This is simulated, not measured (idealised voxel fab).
This section sets out a process module, namely voxel quadruple lines.
For reference, the cross-section in this document is cut, with width 290 nm and square cells of 5 nm.
If you're reading a cross-section in this doc, picture square cells in a grid; it comes to you as bands, top ones listed first down to the bottom, and a band can be one or more rows of cells.
The band entry comprises the height of the band's top followed by the height of its bottom, expressed in nm, and subsequently the band's materials from left to right, each stated together with its width in nm. Where a single material is marked with the word "all across", that material fills the band from edge to edge. The word "air" represents empty space.
Heads up on the height convention: 0 is the point under which the incoming wafer is all one material, and the lowest band has no bottom, it just keeps going down, like "from 0 down".
With a width like "30..40", each row of cells in the band differs from the next by the same amount, the top row carrying the first number and the bottom row the second.
It should be understood that the words "nothing different", when stated for a given step, signify that the cross-section underwent no change in any of its cells during that step.
"Unvented voids" lists enclosed empty spaces (at least 8 cells, no open path upward to the top), each as width x height at distance from the left edge, in nm.
The remark found on a step's line after its settings is issued by the simulator itself and pertains to that step.
You can add "overlay nm" to a step's line. For a step with a mask, it describes how far the mask lay to the right of its planned position, and a negative number describes a lay to the left.

## Process steps foreseen in the plan
- 1: RECEIVE,material Si
- 2: CONFORMAL_DEP,material Al2O3,thk nm 10
- 3: DIRECTIONAL_DEP,material Ru,thk nm 10
- 4: DIRECTIONAL_DEP,material polySi,thk nm 20
- 5: DIRECTIONAL_DEP,material aC,thk nm 20
- 6: PATTERN,tone cover,mask id MANDREL,material resist,width nm 25,thk nm 25,overlay nm 0
- 7: DIRECTIONAL_ETCH,etch materials aC,depth nm 20
- 8: STRIP,etch materials resist
- 9: CONFORMAL_DEP,material SiO2,thk nm 15
- 10: DIRECTIONAL_ETCH,etch materials SiO2,depth nm 15
- 11: STRIP,etch materials aC
- 12: DIRECTIONAL_ETCH,etch materials polySi,depth nm 20
- 13: STRIP,etch materials SiO2
- 14: CONFORMAL_DEP,material SiN,thk nm 5
- 15: DIRECTIONAL_ETCH,etch materials SiN,depth nm 5
- 16: STRIP,etch materials polySi
- 17: DIRECTIONAL_ETCH,etch materials Ru,depth nm 10
- 18: STRIP,etch materials SiN

## Run as planned: first of two wafers

## Cross-section, incoming material, after step 1
	from 0 down: Si all across
	Unvented voids: none

## Take a look at the wafer's cross-section after step 2
	from 10 to 0: Al2O3 all across
	below 0: unchanged

## Take a look at the wafer's cross-section after step 3
	from 20 to 10: Ru all across
	below 10: unchanged

## Take a look at the wafer's cross-section after step 4
	from 40 to 20: polySi all across
	below 20: unchanged

## Take a look at the wafer's cross-section after step 5
	from 60 to 40: aC all across
	below 40: unchanged

## Take a look at the wafer's cross-section after step 6
	from 85 to 60: 130 of air, then 25 of resist, then 135 of air
	below 60: unchanged

## Take a look at the wafer's cross-section after step 7
	from 65 to 60: 130 of air, then 25 of resist, then 135 of air
	from 60 to 40: 130 of air, then 25 of aC, then 135 of air
	below 40: unchanged

## Take a look at the wafer's cross-section after step 8
	from 60 to 40: 130 of air, then 25 of aC, then 135 of air
	below 40: unchanged

## Take a look at the wafer's cross-section after step 9
	from 75 to 60: 115 of air, then 55 of SiO2, then 120 of air
	from 60 to 55: 115 of air, then 15 of SiO2, then 25 of aC, then 15 of SiO2, then 120 of air
	from 55 to 40: 130 of SiO2, then 25 of aC, then 135 of SiO2
	below 40: unchanged

## Take a look at the wafer's cross-section after step 10
	from 60 to 40: 115 of air, then 15 of SiO2, then 25 of aC, then 15 of SiO2, then 120 of air
	below 40: unchanged

## Take a look at the wafer's cross-section after step 11
	from 60 to 40: 115 of air, then 15 of SiO2, then 25 of air, then 15 of SiO2, then 120 of air
	below 40: unchanged

## Take a look at the wafer's cross-section after step 12
	from 60 to 40: 115 of air, then 15 of SiO2, then 25 of air, then 15 of SiO2, then 120 of air
	from 40 to 20: 115 of air, then 15 of polySi, then 25 of air, then 15 of polySi, then 120 of air
	below 20: unchanged

## Take a look at the wafer's cross-section after step 13
	from 40 to 20: 115 of air, then 15 of polySi, then 25 of air, then 15 of polySi, then 120 of air
	below 20: unchanged

## Take a look at the wafer's cross-section after step 14
	from 45 to 40: 110 of air, then 25 of SiN, then 15 of air, then 25 of SiN, then 115 of air
	from 40 to 25: 110 of air, then 5 of SiN, then 15 of polySi, then 5 of SiN, then 15 of air, then 5 of SiN, then 15 of polySi, then 5 of SiN, then 115 of air
	from 25 to 20: 115 of SiN, then 15 of polySi, then 25 of SiN, then 15 of polySi, then 120 of SiN
	below 20: unchanged

## Take a look at the wafer's cross-section after step 15
	from 40 to 20: 110 of air, then 5 of SiN, then 15 of polySi, then 5 of SiN, then 15 of air, then 5 of SiN, then 15 of polySi, then 5 of SiN, then 115 of air
	below 20: unchanged

## Take a look at the wafer's cross-section after step 16
	from 40 to 20: 110 of air, then 5 of SiN, then 15 of air, then 5 of SiN, then 15 of air, then 5 of SiN, then 15 of air, then 5 of SiN, then 115 of air
	below 20: unchanged

## Take a look at the wafer's cross-section after step 17
	from 40 to 20: 110 of air, then 5 of SiN, then 15 of air, then 5 of SiN, then 15 of air, then 5 of SiN, then 15 of air, then 5 of SiN, then 115 of air
	from 20 to 10: 110 of air, then 5 of Ru, then 15 of air, then 5 of Ru, then 15 of air, then 5 of Ru, then 15 of air, then 5 of Ru, then 115 of air
	below 10: unchanged

## Take a look at the wafer's cross-section after step 18
	from 20 to 10: 110 of air, then 5 of Ru, then 15 of air, then 5 of Ru, then 15 of air, then 5 of Ru, then 15 of air, then 5 of Ru, then 115 of air
	below 10: unchanged

## Wafer two. Same start, same plan, one slip in execution. Same as wafer one through step 11, inclusive

## Planned end of step 12: second wafer, cross-section
	from 60 to 40: 115 of air, then 15 of SiO2, then 25 of air, then 15 of SiO2, then 120 of air
	from 40 to 20: 115 of air, then 15 of polySi, then 25 of air, then 15 of polySi, then 120 of air
	below 20: unchanged

## Planned end of step 13: second wafer, cross-section
	from 40 to 20: 115 of air, then 15 of polySi, then 25 of air, then 15 of polySi, then 120 of air
	below 20: unchanged

## Planned end of step 14: second wafer, cross-section
	from 45 to 40: 110 of air, then 25 of SiN, then 15 of air, then 25 of SiN, then 115 of air
	from 40 to 25: 110 of air, then 5 of SiN, then 15 of polySi, then 5 of SiN, then 15 of air, then 5 of SiN, then 15 of polySi, then 5 of SiN, then 115 of air
	from 25 to 20: 115 of SiN, then 15 of polySi, then 25 of SiN, then 15 of polySi, then 120 of SiN
	below 20: unchanged

## Planned end of step 15: second wafer, cross-section
	from 40 to 20: 110 of air, then 5 of SiN, then 15 of polySi, then 5 of SiN, then 15 of air, then 5 of SiN, then 15 of polySi, then 5 of SiN, then 115 of air
	below 20: unchanged

## Planned end of step 16: second wafer, cross-section
	from 40 to 20: 110 of air, then 5 of SiN, then 15 of air, then 5 of SiN, then 15 of air, then 5 of SiN, then 15 of air, then 5 of SiN, then 115 of air
	below 20: unchanged

## Planned end of step 17: second wafer, cross-section
	from 40 to 20: 110 of air, then 5 of SiN, then 15 of air, then 5 of SiN, then 15 of air, then 5 of SiN, then 15 of air, then 5 of SiN, then 115 of air
	from 20 to 10: 110 of air, then 5 of Ru, then 15 of air, then 5 of Ru, then 15 of air, then 5 of Ru, then 15 of air, then 5 of Ru, then 115 of air
	below 10: unchanged

## Planned end of step 18: second wafer, cross-section
	from 20 to 10: 110 of air, then 5 of Ru, then 15 of air, then 5 of Ru, then 15 of air, then 5 of Ru, then 15 of air, then 5 of Ru, then 115 of air
	below 10: unchanged
Short version of what went wrong: regarding the plan, step 12 was run twice
Same final cross-section on the two wafers, so the model's numbers don't move because of the mistake.
